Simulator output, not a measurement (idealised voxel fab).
Process module under the name voxel fin reveal
Shown is cross-section cut, with a width of 215 nm and square cells of size 5 nm.
When this document writes out a cross-section, it uses a grid of square cells and lists it as bands, beginning at the top and moving down, with a band standing for one or more rows of cells. The band entry comprises the height of the band's top followed by the height of its bottom, expressed in nm, and subsequently the band's materials from left to right, each stated together with its width in nm. Where a single material is marked with the word "all across", that material fills the band from edge to edge. The word "blank" represents empty space. The level at which height equals 0 is the one under which the wafer, as it arrives, is entirely one material. No lower edge exists for the bottom band, which continues downward and is notated as in "z 0 and below". A width given as "30..40" starts at the first number in the band's top row and ends at the second number in its bottom row, shifting by an equal amount at every step from row to row. Where a step carries "remained unchanged", the cross-section came out of it unchanged, cell for cell. Heads up: "Closed void list" only lists the empty pockets with no open path to the top that are 8 cells or more, and it writes them as width x height at distance, distance from the left edge, in nm. Post-settings text on a step line: simulator's own remark regarding the step. Regarding "overlay nm": on a step with a mask, it is the distance the mask lay to the right of its planned place; a negative value places it to the left.

SO HERE'S THE LINEUP OF PROCESS STEPS WE PLANNED
| 1 | RECEIVE | material Si |
| 2 | CONFORMAL_DEP | material SiN | thk nm 5 |
| 3 | DIRECTIONAL_DEP | material aC | thk nm 15 |
| 4 | PATTERN | tone cover | mask id FINS | material resist | width nm 15 | pitch nm 40 | thk nm 35 | overlay nm 0 |
| 5 | DIRECTIONAL_ETCH | etch materials aC | depth nm 15 |
| 6 | STRIP | etch materials resist |
| 7 | DIRECTIONAL_ETCH | etch materials SiN | depth nm 5 |
| 8 | DIRECTIONAL_ETCH | etch materials Si | depth nm 40 |
| 9 | STRIP | etch materials aC |
| 10 | OXIDIZE | depth nm 5 |
| 11 | FILL_DEP | material SiO2 | thk nm 10 |
| 12 | CMP | height nm 5 |
| 13 | SELECTIVE_ETCH | etch materials SiO2 | depth nm 15 |
| 14 | STRIP | etch materials SiN |
| 15 | CONFORMAL_DEP | material HfO2 | thk nm 5 |

FIRST WAFER, TWO IN TOTAL, RUN AS PLANNED

DELIVERED WAFER IN CROSS-SECTION: STATE AFTER STEP 1
> z 0 and below  Si all across
> Closed void list: none

STATE OF THE WAFER AFTER STEP 2, SHOWN IN CROSS-SECTION
> z 5 to 0  SiN all across
> Beneath the level 0, the cross-section is identical to its previous state.

STATE OF THE WAFER AFTER STEP 3, SHOWN IN CROSS-SECTION
> z 20 to 5  aC all across
> Beneath the level 5, the cross-section is identical to its previous state.

STATE OF THE WAFER AFTER STEP 4, SHOWN IN CROSS-SECTION
> z 55 to 20  blank (60), resist (15), blank (25), resist (15), blank (25), resist (15), blank (60)
> Beneath the level 20, the cross-section is identical to its previous state.

STATE OF THE WAFER AFTER STEP 5, SHOWN IN CROSS-SECTION
> z 40 to 20  blank (60), resist (15), blank (25), resist (15), blank (25), resist (15), blank (60)
> z 20 to 5  blank (60), aC (15), blank (25), aC (15), blank (25), aC (15), blank (60)
> Beneath the level 5, the cross-section is identical to its previous state.

STATE OF THE WAFER AFTER STEP 6, SHOWN IN CROSS-SECTION
> z 20 to 5  blank (60), aC (15), blank (25), aC (15), blank (25), aC (15), blank (60)
> Beneath the level 5, the cross-section is identical to its previous state.

STATE OF THE WAFER AFTER STEP 7, SHOWN IN CROSS-SECTION
> z 20 to 5  blank (60), aC (15), blank (25), aC (15), blank (25), aC (15), blank (60)
> z 5 to 0  blank (60), SiN (15), blank (25), SiN (15), blank (25), SiN (15), blank (60)
> Beneath the level 0, the cross-section is identical to its previous state.

STATE OF THE WAFER AFTER STEP 8, SHOWN IN CROSS-SECTION
> z 20 to 5  blank (60), aC (15), blank (25), aC (15), blank (25), aC (15), blank (60)
> z 5 to 0  blank (60), SiN (15), blank (25), SiN (15), blank (25), SiN (15), blank (60)
> z 0 to -40  blank (60), Si (15), blank (25), Si (15), blank (25), Si (15), blank (60)
> Beneath the level -40, the cross-section is identical to its previous state.

STATE OF THE WAFER AFTER STEP 9, SHOWN IN CROSS-SECTION
> z 5 to 0  blank (60), SiN (15), blank (25), SiN (15), blank (25), SiN (15), blank (60)
> Beneath the level 0, the cross-section is identical to its previous state.

STATE OF THE WAFER AFTER STEP 10, SHOWN IN CROSS-SECTION
> z 5 to 0  blank (60), SiN (15), blank (25), SiN (15), blank (25), SiN (15), blank (60)
> z 0 to -40  blank (60), SiO2 (5), Si (5), SiO2 (5), blank (25), SiO2 (5), Si (5), SiO2 (5), blank (25), SiO2 (5), Si (5), SiO2 (5), blank (60)
> z -40 to -45  SiO2 (65), Si (5), SiO2 (35), Si (5), SiO2 (35), Si (5), SiO2 (65)
> Beneath the level -45, the cross-section is identical to its previous state.

STATE OF THE WAFER AFTER STEP 11, SHOWN IN CROSS-SECTION
> z 15 to 5  SiO2 all across
> z 5 to 0  SiO2 (60), SiN (15), SiO2 (25), SiN (15), SiO2 (25), SiN (15), SiO2 (60)
> z 0 to -45  SiO2 (65), Si (5), SiO2 (35), Si (5), SiO2 (35), Si (5), SiO2 (65)
> Beneath the level -45, the cross-section is identical to its previous state.

STATE OF THE WAFER AFTER STEP 12, SHOWN IN CROSS-SECTION
> z 5 to 0  SiO2 (60), SiN (15), SiO2 (25), SiN (15), SiO2 (25), SiN (15), SiO2 (60)
> Beneath the level 0, the cross-section is identical to its previous state.

STATE OF THE WAFER AFTER STEP 13, SHOWN IN CROSS-SECTION
> z 5 to 0  blank (60), SiN (15), blank (25), SiN (15), blank (25), SiN (15), blank (60)
> z 0 to -10  blank (65), Si (5), blank (35), Si (5), blank (35), Si (5), blank (65)
> Beneath the level -10, the cross-section is identical to its previous state.

STATE OF THE WAFER AFTER STEP 14, SHOWN IN CROSS-SECTION
> z 0 to -10  blank (65), Si (5), blank (35), Si (5), blank (35), Si (5), blank (65)
> Beneath the level -10, the cross-section is identical to its previous state.

STATE OF THE WAFER AFTER STEP 15, SHOWN IN CROSS-SECTION
> z 5 to 0  blank (60), HfO2 (15), blank (25), HfO2 (15), blank (25), HfO2 (15), blank (60)
> z 0 to -5  blank (60), HfO2 (5), Si (5), HfO2 (5), blank (25), HfO2 (5), Si (5), HfO2 (5), blank (25), HfO2 (5), Si (5), HfO2 (5), blank (60)
> z -5 to -10  HfO2 (65), Si (5), HfO2 (35), Si (5), HfO2 (35), Si (5), HfO2 (65)
> Beneath the level -10, the cross-section is identical to its previous state.

WAFER TWO: LIKE WAFER ONE IN START AND PLAN, BUT WITH ONE MISTAKE IN EXECUTION; IDENTICAL UP TO AND INCLUDING STEP 12

SECOND WAFER, SECTION VIEW, TIME POINT: SCHEDULED END OF STEP 13
> z 5 to 0  blank (60), SiN (15), blank (25), SiN (15), blank (25), SiN (15), blank (60)
> z 0 to -25  blank (65), Si (5), blank (35), Si (5), blank (35), Si (5), blank (65)
> Beneath the level -25, the cross-section is identical to its previous state.

SECOND WAFER, SECTION VIEW, TIME POINT: SCHEDULED END OF STEP 14
> z 0 to -25  blank (65), Si (5), blank (35), Si (5), blank (35), Si (5), blank (65)
> Beneath the level -25, the cross-section is identical to its previous state.

SECOND WAFER, SECTION VIEW, TIME POINT: SCHEDULED END OF STEP 15
> z 5 to 0  blank (60), HfO2 (15), blank (25), HfO2 (15), blank (25), HfO2 (15), blank (60)
> z 0 to -20  blank (60), HfO2 (5), Si (5), HfO2 (5), blank (25), HfO2 (5), Si (5), HfO2 (5), blank (25), HfO2 (5), Si (5), HfO2 (5), blank (60)
> z -20 to -25  HfO2 (65), Si (5), HfO2 (35), Si (5), HfO2 (35), Si (5), HfO2 (65)
> Beneath the level -25, the cross-section is identical to its previous state.
Here's what went sideways: twice over, step 13 of the plan was run
The second wafer ends with more or fewer cells of some materials than the first, per final count: HfO2 +18 | SiO2 -120
